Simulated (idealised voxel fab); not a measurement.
The following is a process module called voxel tone inversion.
Cross-section cut spans 260 nm and uses square cells 5 nm in size.
Bands, listed from the top down, are how a cross-section gets written in this document; the cross-section itself is a grid of square cells, and a band is one or more rows of them. Look at the band entry: it leads with the top's height and the bottom's height in nm. Then it lists the materials left to right, with a width in nm for each. The word "everywhere" on a single material says that material fills the band edge to edge. The word "air" is empty space. Heights are reckoned from 0. Under this level, the received wafer is all of one material. The bottommost band is open-ended downward, for example "0 nm and below". Width spec "30 to 40" -> top row of cells at first value, bottom row at second value, equal per-row change in between. "remained unchanged", as given for a step, is the statement that not any cell of the cross-section underwent a change during that step. Sealed void list: empty space of 8 cells or more with no open way to the top, each as width x height at its distance from the left edge, in nm. Anything after a step's settings on that line? It's the simulator's own note about the step. The setting "overlay nm" may be written on the line of a step. When the step uses a mask, the value reports how far to the right of the planned place the mask lay, and a negative value reports that it lay to the left.
**Steps planned for the process**
1: RECEIVE [material Si]
2: CONFORMAL_DEP [material SiN] [thk nm 10]
3: DIRECTIONAL_DEP [material aC] [thk nm 25]
4: PATTERN [tone cover] [mask id POSTS] [material resist] [width nm 15] [pitch nm 50] [thk nm 30] [overlay nm 0]
5: DIRECTIONAL_ETCH [etch materials aC] [depth nm 25]
6: STRIP [etch materials resist]
7: FILL_DEP [material SiO2] [thk nm 5]
8: CMP [height nm 35]
9: STRIP [etch materials aC]
The plan shows the width nm of step 4 as the first wafer had it; this setting differs between the wafers, which start out alike.
**Received condition of the first of several wafers, sectioned: post-step 1**
  0 nm and below: Si everywhere
  Sealed void list: none
**Quick look at the cross-section of the first of several wafers after step 9, which wraps up the module**
  35 nm to 10 nm: SiO2: 70, then air: 15, then SiO2: 35, then air: 15, then SiO2: 35, then air: 15, then SiO2: 75
  10 nm to 0 nm: SiN everywhere
  0 nm and below: Si everywhere
  Sealed void list: none
**Here's the last wafer cross-sectioned at the end of the module**
  35 nm to 10 nm: SiO2: 60, then air: 35, then SiO2: 15, then air: 35, then SiO2: 15, then air: 35, then SiO2: 65
  10 nm to 0 nm: SiN everywhere
  0 nm and below: Si everywhere
  Sealed void list: none
**Basically each wafer gets a line in the table, showing it at the end of the module: material by material, the cells it gained (+) or lost (-) since we got it, then its closed voids**
width nm 15 | +104 SiN | +215 SiO2 | Sealed void list: none
width nm 20 | +104 SiN | +200 SiO2 | Sealed void list: none
width nm 25 | +104 SiN | +185 SiO2 | Sealed void list: none
width nm 30 | +104 SiN | +170 SiO2 | Sealed void list: none
width nm 35 | +104 SiN | +155 SiO2 | Sealed void list: none
